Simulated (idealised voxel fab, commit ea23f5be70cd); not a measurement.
process module | voxel gate over fins
cross-section cut | 225 nm wide | cells 5 nm
A cross-section is a grid of square cells, given in bands from the top down. A band is one or more rows of cells.
Each band's line starts with the height of the band's top and of its bottom, in nm. Then come its materials from left to right, each with its width in nm. One material with "throughout" fills the band from edge to edge. "air" is empty space.
Height 0 is the level under which the wafer as received is all one material. The lowest band goes on downwards, as in "0 down".
A width such as "30 to 40" changes by the same amount from each row of cells to the next, from the band's top row to its bottom row.
"no change" after a step means that no cell of the cross-section changed.
closed voids: empty space of 8 cells or more with no open way to the top, each as width x height at its distance from the left edge, in nm
after a step's settings: what the simulator itself notes on the step
overlay nm, on a step with a mask: how far to the right of its planned place the mask lay; to the left if negative
plan
1 op RECEIVE | material Si
2 op CONFORMAL_DEP | material SiN | thk nm 5
3 op PATTERN | tone cover | mask id FINS | material resist | width nm 15 | pitch nm 45 | thk nm 20 | overlay nm 0
4 op DIRECTIONAL_ETCH | etch materials SiN | depth nm 5
5 op DIRECTIONAL_ETCH | etch materials Si | depth nm 35
6 op STRIP | etch materials resist
7 op OXIDIZE | depth nm 5
8 op FILL_DEP | material SiO2 | thk nm 5
9 op CMP | height nm 5
10 op SELECTIVE_ETCH | etch materials SiO2 | depth nm 15
11 op STRIP | etch materials SiN
12 op CONFORMAL_DEP | material HfO2 | thk nm 5
13 op CONFORMAL_DEP | material TiN | thk nm 5
14 op FILL_DEP | material W | thk nm 15
15 op CMP | height nm 20
16 op CONFORMAL_DEP | material SiN | thk nm 10
as received, after step 1
  0 down: Si throughout
  closed voids: none
first wafer at the end, as planned
  30 to 20: SiN throughout
  20 to 10: W throughout
  10 to 5: W 55 | TiN 25 | W 20 | TiN 25 | W 20 | TiN 25 | W 55
  5 to 0: W 55 | TiN 5 | HfO2 15 | TiN 5 | W 20 | TiN 5 | HfO2 15 | TiN 5 | W 20 | TiN 5 | HfO2 15 | TiN 5 | W 55
  0 to -5: TiN 60 | HfO2 5 | Si 5 | HfO2 5 | TiN 30 | HfO2 5 | Si 5 | HfO2 5 | TiN 30 | HfO2 5 | Si 5 | HfO2 5 | TiN 60
  -5 to -10: HfO2 65 | Si 5 | HfO2 40 | Si 5 | HfO2 40 | Si 5 | HfO2 65
  -10 to -40: SiO2 65 | Si 5 | SiO2 40 | Si 5 | SiO2 40 | Si 5 | SiO2 65
  -40 down: Si throughout
  closed voids: none
second wafer at the end: like start, like plan, one mistake
  30 to 20: SiN throughout
  20 to 10: W throughout
  10 to 5: W 50 | TiN 35 | W 10 | TiN 35 | W 10 | TiN 35 | W 50
  5 to 0: W 50 | TiN 5 | HfO2 25 | TiN 5 | W 10 | TiN 5 | HfO2 25 | TiN 5 | W 10 | TiN 5 | HfO2 25 | TiN 5 | W 50
  0 to -5: TiN 55 | HfO2 5 | Si 15 | HfO2 5 | TiN 20 | HfO2 5 | Si 15 | HfO2 5 | TiN 20 | HfO2 5 | Si 15 | HfO2 5 | TiN 55
  -5 to -10: HfO2 60 | Si 15 | HfO2 30 | Si 15 | HfO2 30 | Si 15 | HfO2 60
  -10 to -40: SiO2 60 | Si 15 | SiO2 30 | Si 15 | SiO2 30 | Si 15 | SiO2 60
  -40 down: Si throughout
  closed voids: none
what went wrong: step 3 ran as: op PATTERN | tone cover | mask id FINS | material resist | width nm 25 | pitch nm 45 | thk nm 20 | overlay nm 0
at the end the second wafer has, in cells: 48 more of Si | 36 fewer of SiO2 | 12 fewer of W
